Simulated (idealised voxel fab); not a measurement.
process module | voxel gate over fins
cross-section cut | 190 nm wide | cells 5 nm
A cross-section is a grid of square cells, given in bands from the top down. A band is one or more rows of cells.
Each band's line starts with the height of the band's top and of its bottom, in nm. Then come its materials from left to right, each with its width in nm. One material with "throughout" fills the band from edge to edge. "air" is empty space.
Height 0 is the level under which the wafer as received is all one material. The lowest band goes on downwards, as in "0 down".
A width such as "30 to 40" changes by the same amount from each row of cells to the next, from the band's top row to its bottom row.
"no change" after a step means that no cell of the cross-section changed.
closed voids: empty space of 8 cells or more with no open way to the top, each as width x height at its distance from the left edge, in nm
after a step's settings: what the simulator itself notes on the step
overlay nm, on a step with a mask: how far to the right of its planned place the mask lay; to the left if negative
plan
1 op RECEIVE | material Si
2 op CONFORMAL_DEP | material SiN | thk nm 10
3 op DIRECTIONAL_DEP | material aC | thk nm 15
4 op PATTERN | tone cover | mask id FINS | material resist | width nm 15 | pitch nm 40 | thk nm 30 | overlay nm 0
5 op DIRECTIONAL_ETCH | etch materials aC | depth nm 15
6 op STRIP | etch materials resist
7 op DIRECTIONAL_ETCH | etch materials SiN | depth nm 10
8 op DIRECTIONAL_ETCH | etch materials Si | depth nm 30
9 op STRIP | etch materials aC
10 op FILL_DEP | material SiO2 | thk nm 10
11 op CMP | height nm 10
12 op SELECTIVE_ETCH | etch materials SiO2 | depth nm 15
13 op STRIP | etch materials SiN
14 op CONFORMAL_DEP | material HfO2 | thk nm 5
15 op CONFORMAL_DEP | material TiN | thk nm 5
16 op CONFORMAL_DEP | material TiAl | thk nm 5
17 op CONFORMAL_DEP | material TiN | thk nm 5
18 op FILL_DEP | material W | thk nm 10
19 op CMP | height nm 25
20 op CONFORMAL_DEP | material SiCN | thk nm 5
varied across the wafers: depth nm of step 12. The plan shows the first wafer's value. All wafers start alike
first wafer as received, after step 1
  0 down: Si throughout
  closed voids: none
first wafer at the end, after step 20
  30 to 25: SiCN throughout
  25 to 20: W throughout
  20 to 15: W 25 | TiN 135 | W 30
  15 to 10: TiN 30 | TiAl 125 | TiN 35
  10 to 5: TiAl 35 | TiN 35 | TiAl 5 | TiN 35 | TiAl 5 | TiN 35 | TiAl 40
  5 to 0: TiN 40 | HfO2 25 | TiN 15 | HfO2 25 | TiN 15 | HfO2 25 | TiN 45
  0 to -5: HfO2 45 | Si 15 | HfO2 25 | Si 15 | HfO2 25 | Si 15 | HfO2 50
  -5 to -30: SiO2 45 | Si 15 | SiO2 25 | Si 15 | SiO2 25 | Si 15 | SiO2 50
  -30 down: Si throughout
  closed voids: none
last wafer at the end
  30 to 25: SiCN throughout
  25 to 20: W throughout
  20 to 15: W 25 | TiN 135 | W 30
  15 to 10: W 25 | TiN 5 | TiAl 125 | TiN 5 | W 30
  10 to 5: W 25 | TiN 5 | TiAl 5 | TiN 35 | TiAl 5 | TiN 35 | TiAl 5 | TiN 35 | TiAl 5 | TiN 5 | W 30
  5 to 0: W 25 | TiN 5 | TiAl 5 | TiN 5 | HfO2 25 | TiN 5 | TiAl 5 | TiN 5 | HfO2 25 | TiN 5 | TiAl 5 | TiN 5 | HfO2 25 | TiN 5 | TiAl 5 | TiN 5 | W 30
  0 to -10: W 25 | TiN 5 | TiAl 5 | TiN 5 | HfO2 5 | Si 15 | HfO2 5 | TiN 5 | TiAl 5 | TiN 5 | HfO2 5 | Si 15 | HfO2 5 | TiN 5 | TiAl 5 | TiN 5 | HfO2 5 | Si 15 | HfO2 5 | TiN 5 | TiAl 5 | TiN 5 | W 30
  -10 to -15: TiN 30 | TiAl 5 | TiN 5 | HfO2 5 | Si 15 | HfO2 5 | TiN 5 | TiAl 5 | TiN 5 | HfO2 5 | Si 15 | HfO2 5 | TiN 5 | TiAl 5 | TiN 5 | HfO2 5 | Si 15 | HfO2 5 | TiN 5 | TiAl 5 | TiN 35
  -15 to -20: TiAl 35 | TiN 5 | HfO2 5 | Si 15 | HfO2 5 | TiN 5 | TiAl 5 | TiN 5 | HfO2 5 | Si 15 | HfO2 5 | TiN 5 | TiAl 5 | TiN 5 | HfO2 5 | Si 15 | HfO2 5 | TiN 5 | TiAl 40
  -20 to -25: TiN 40 | HfO2 5 | Si 15 | HfO2 5 | TiN 15 | HfO2 5 | Si 15 | HfO2 5 | TiN 15 | HfO2 5 | Si 15 | HfO2 5 | TiN 45
  -25 to -30: HfO2 45 | Si 15 | HfO2 25 | Si 15 | HfO2 25 | Si 15 | HfO2 50
  -30 down: Si throughout
  closed voids: none
each wafer at the end: cells of each material gained (+) or lost (-) since it was received, then its closed voids
depth nm 15 | +44 HfO2 | -174 Si | +38 SiCN | +145 SiO2 | +42 TiAl | +84 TiN | +49 W | closed voids: none
depth nm 20 | +50 HfO2 | -174 Si | +38 SiCN | +116 SiO2 | +46 TiAl | +92 TiN | +60 W | closed voids: none
depth nm 25 | +56 HfO2 | -174 Si | +38 SiCN | +87 SiO2 | +50 TiAl | +100 TiN | +71 W | closed voids: none
depth nm 30 | +62 HfO2 | -174 Si | +38 SiCN | +58 SiO2 | +54 TiAl | +108 TiN | +82 W | closed voids: none
depth nm 35 | +68 HfO2 | -174 Si | +38 SiCN | +29 SiO2 | +58 TiAl | +116 TiN | +93 W | closed voids: none
depth nm 40 | +74 HfO2 | -174 Si | +38 SiCN | +62 TiAl | +124 TiN | +104 W | closed voids: none
